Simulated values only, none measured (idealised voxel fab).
Process module name: voxel lift off
FYI the section here is cut, 170 nm wide, cells are 5 nm squares.
A cross-section is a grid of square cells, given in bands from the top down. A band is one or more rows of cells.
Band: top and bottom heights (nm) first, top before bottom; then materials from left to right, widths in nm. "edge to edge" marks a sole material filling the band edge to edge. "air" denotes empty space.
Heights are expressed relative to 0, this being the level below which the as-received wafer comprises one material exclusively. The lowest band is unbounded in the downward direction and is denoted as in "z 0 and below".
So if you see something like "30->40" for the width, read it as the top row of the band sitting at the first number and the bottom row at the second, with every row in between moving by the same amount as the last.
Key: "everything unchanged" - step with no changed cell in the cross-section.
Empty spaces without an open route to the top, at least 8 cells in extent, make up the entry "Closed internal voids"; each is given as width x height at distance, where the distance is measured from the left edge, and all are in nm.
Text after the settings on a step's line: the simulator's own remark on that step.
Regarding "overlay nm": on a step with a mask, it is the distance the mask lay to the right of its planned place; a negative value places it to the left.

Below is the list of planned process steps
1. RECEIVE | material Si
2. CONFORMAL_DEP | material Al2O3 | thk nm 15
3. PATTERN | tone open | mask id LINES | material resist | width nm 15 | pitch nm 50 | thk nm 30 | overlay nm 0
4. DIRECTIONAL_DEP | material Ru | thk nm 15
5. STRIP | etch materials resist
6. CONFORMAL_DEP | material SiN | thk nm 5
The wafers are alike at the start. At step 3, their width nm differs. The plan lists the first wafer's value.

Step 1 complete: as-received cross-section of the first of several wafers
- z 0 and below  Si edge to edge
- Closed internal voids: none

Post step 6, the closing step of the module: first of several wafers, cross-sectioned
- z 35 to 30  air: 45, then SiN: 25, then air: 25, then SiN: 25, then air: 50
- z 30 to 20  air: 45, then SiN: 5, then Ru: 15, then SiN: 5, then air: 25, then SiN: 5, then Ru: 15, then SiN: 5, then air: 50
- z 20 to 15  SiN: 50, then Ru: 15, then SiN: 35, then Ru: 15, then SiN: 55
- z 15 to 0  Al2O3 edge to edge
- z 0 and below  Si edge to edge
- Closed internal voids: none

Cross-section, module end, final of several wafers
- z 35 to 30  air: 35, then SiN: 45, then air: 5, then SiN: 45, then air: 40
- z 30 to 20  air: 35, then SiN: 5, then Ru: 35, then SiN: 5, then air: 5, then SiN: 5, then Ru: 35, then SiN: 5, then air: 40
- z 20 to 15  SiN: 40, then Ru: 35, then SiN: 15, then Ru: 35, then SiN: 45
- z 15 to 0  Al2O3 edge to edge
- z 0 and below  Si edge to edge
- Closed internal voids: none

The rows of the table below are wafers. Looking at the end of the module, a row counts, for every material, the cells the wafer has gained, shown as (+), or lost, shown as (-), since it was received; its closed voids come next
width nm 15, +102 Al2O3, +18 Ru, +46 SiN, Closed internal voids: none
width nm 20, +102 Al2O3, +24 Ru, +46 SiN, Closed internal voids: none
width nm 25, +102 Al2O3, +30 Ru, +46 SiN, Closed internal voids: none
width nm 30, +102 Al2O3, +36 Ru, +46 SiN, Closed internal voids: none
width nm 35, +102 Al2O3, +42 Ru, +46 SiN, Closed internal voids: none
